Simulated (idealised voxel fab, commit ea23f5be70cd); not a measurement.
process module | voxel double patterning
cross-section cut | 180 nm wide | cells 5 nm
A cross-section is a grid of square cells, given in bands from the top down. A band is one or more rows of cells.
Each band's line starts with the height of the band's top and of its bottom, in nm. Then come its materials from left to right, each with its width in nm. One material with "throughout" fills the band from edge to edge. "air" is empty space.
Height 0 is the level under which the wafer as received is all one material. The lowest band goes on downwards, as in "0 down".
A width such as "30 to 40" changes by the same amount from each row of cells to the next, from the band's top row to its bottom row.
"no change" after a step means that no cell of the cross-section changed.
closed voids: empty space of 8 cells or more with no open way to the top, each as width x height at its distance from the left edge, in nm
after a step's settings: what the simulator itself notes on the step
overlay nm, on a step with a mask: how far to the right of its planned place the mask lay; to the left if negative
plan
1 op RECEIVE | material Si
2 op CONFORMAL_DEP | material SiO2 | thk nm 10
3 op DIRECTIONAL_DEP | material polySi | thk nm 20
4 op DIRECTIONAL_DEP | material SiN | thk nm 5
5 op DIRECTIONAL_DEP | material aC | thk nm 10
6 op PATTERN | tone open | mask id FIRST | material resist | width nm 15 | pitch nm 50 | thk nm 25 | overlay nm 0
7 op DIRECTIONAL_ETCH | etch materials aC | depth nm 10
8 op STRIP | etch materials resist
9 op DIRECTIONAL_ETCH | etch materials SiN | depth nm 5
10 op STRIP | etch materials aC
11 op DIRECTIONAL_DEP | material aC | thk nm 15
12 op PATTERN | tone open | mask id SECOND | material resist | width nm 15 | pitch nm 50 | thk nm 30 | overlay nm 0
13 op DIRECTIONAL_ETCH | etch materials aC | depth nm 15
14 op STRIP | etch materials resist
15 op DIRECTIONAL_ETCH | etch materials SiN | depth nm 5
16 op STRIP | etch materials aC
17 op DIRECTIONAL_ETCH | etch materials polySi | depth nm 10
18 op STRIP | etch materials SiN
varied across the wafers: depth nm of step 17. The plan shows the first wafer's value. All wafers start alike
first wafer as received, after step 1
  0 down: Si throughout
  closed voids: none
first wafer at the end, after step 18
  30 to 20: polySi 30 | air 15 | polySi 10 | air 15 | polySi 10 | air 15 | polySi 10 | air 15 | polySi 10 | air 15 | polySi 35
  20 to 10: polySi throughout
  10 to 0: SiO2 throughout
  0 down: Si throughout
  closed voids: none
last wafer at the end
  30 to 10: polySi 30 | air 15 | polySi 10 | air 15 | polySi 10 | air 15 | polySi 10 | air 15 | polySi 10 | air 15 | polySi 35
  10 to 0: SiO2 throughout
  0 down: Si throughout
  closed voids: none
each wafer at the end: cells of each material gained (+) or lost (-) since it was received, then its closed voids
depth nm 10 | +72 SiO2 | +114 polySi | closed voids: none
depth nm 15 | +72 SiO2 | +99 polySi | closed voids: none
depth nm 20 | +72 SiO2 | +84 polySi | closed voids: none
depth nm 25 | +72 SiO2 | +84 polySi | closed voids: none
depth nm 30 | +72 SiO2 | +84 polySi | closed voids: none
depth nm 35 | +72 SiO2 | +84 polySi | closed voids: none
